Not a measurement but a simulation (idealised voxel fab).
voxel self aligned contacts: a process module
It is cross-section cut that appears here, measuring 215 nm in width, its square cells being 5 nm in size.
The cross-sections in this document take the form of a grid made of square cells. They are written out as bands, in order from top to bottom. Each band consists of one or more rows of cells.
Basically the band line says how high the top is and how high the bottom is, in nm, and then what's in it from left to right, every material with its width in nm. Empty space shows up as "air", and if a single material carries "all across" it runs the full band edge to edge.
A quick word on heights: they are counted from 0, and under that level the wafer as it came to us is one material throughout. The lowest band is different from the rest in having no bottom; it simply continues downward, written as in "0 -> down".
Width spec "30..40" -> top row of cells at first value, bottom row at second value, equal per-row change in between.
"nothing got changed" means the step left every cell of the cross-section as it was.
In "Entrapped voids" the enclosed voids are listed, meaning empty spaces of 8 cells or larger without any opening to the top. The form is width x height at distance, distance from the left edge, units nm.
Read whatever lies past the settings on a step's line as the simulator's own remark about the step.
A step line may carry the setting "overlay nm", which, for steps involving a mask, states the distance by which the mask lay to the right of its intended position; negative values denote displacement to the left.

The steps planned for the process are as follows
- 1: RECEIVE [material Si]
- 2: CONFORMAL_DEP [material SiO2] [thk nm 5]
- 3: DIRECTIONAL_DEP [material polySi] [thk nm 20]
- 4: DIRECTIONAL_DEP [material SiN] [thk nm 25]
- 5: PATTERN [tone cover] [mask id GATE] [material resist] [width nm 25] [pitch nm 60] [thk nm 15] [overlay nm 0]
- 6: DIRECTIONAL_ETCH [etch materials SiN] [depth nm 25]
- 7: DIRECTIONAL_ETCH [etch materials polySi] [depth nm 20]
- 8: STRIP [etch materials resist]
- 9: CONFORMAL_DEP [material SiN] [thk nm 10]
- 10: DIRECTIONAL_ETCH [etch materials SiN] [depth nm 10]
- 11: FILL_DEP [material SiO2] [thk nm 15]
- 12: CMP [height nm 60]
- 13: DIRECTIONAL_DEP [material aC] [thk nm 15]
- 14: PATTERN [tone open] [mask id CONTACT] [material resist] [width nm 45] [pitch nm 60] [thk nm 30] [overlay nm 0]
- 15: DIRECTIONAL_ETCH [etch materials aC] [depth nm 15]
- 16: STRIP [etch materials resist]
- 17: DIRECTIONAL_ETCH [etch materials SiO2] [depth nm 60]
- 18: STRIP [etch materials aC]
- 19: CONFORMAL_DEP [material TiN] [thk nm 5]
- 20: FILL_DEP [material W] [thk nm 5]
- 21: CMP [height nm 60]
- 22: CONFORMAL_DEP [material SiCN] [thk nm 5]

Wafer cross-section on receipt, i.e. after step 1
> 0 -> down | Si all across
> Entrapped voids: none

The plan above was carried out on the starting structure above with one mistake, and this cross-section shows the wafer at the end of the module
> 65 -> 60 | SiCN all across
> 60 -> 50 | SiO2 55  TiN 5..20  polySi 35..5  TiN 5..20  SiO2 15  TiN 5..20  polySi 35..5  TiN 5..20  SiO2 55
> 50 -> 25 | SiO2 25  SiN 45  TiN 5  polySi 5  TiN 5  SiN 45  TiN 5  polySi 5  TiN 5  SiN 45  SiO2 25
> 25 -> 5 | SiO2 25  SiN 10  polySi 25  SiN 10  TiN 5  polySi 5  TiN 5  SiN 10  polySi 25  SiN 10  TiN 5  polySi 5  TiN 5  SiN 10  polySi 25  SiN 10  SiO2 25
> 5 -> 0 | SiO2 70  TiN 15  SiO2 45  TiN 15  SiO2 70
> 0 -> down | Si all across
> Entrapped voids: none
Heads up, the wafer didn't run the way we planned it: step 20: run off-plan, actual operation and settings FILL_DEP [material polySi] [thk nm 5]
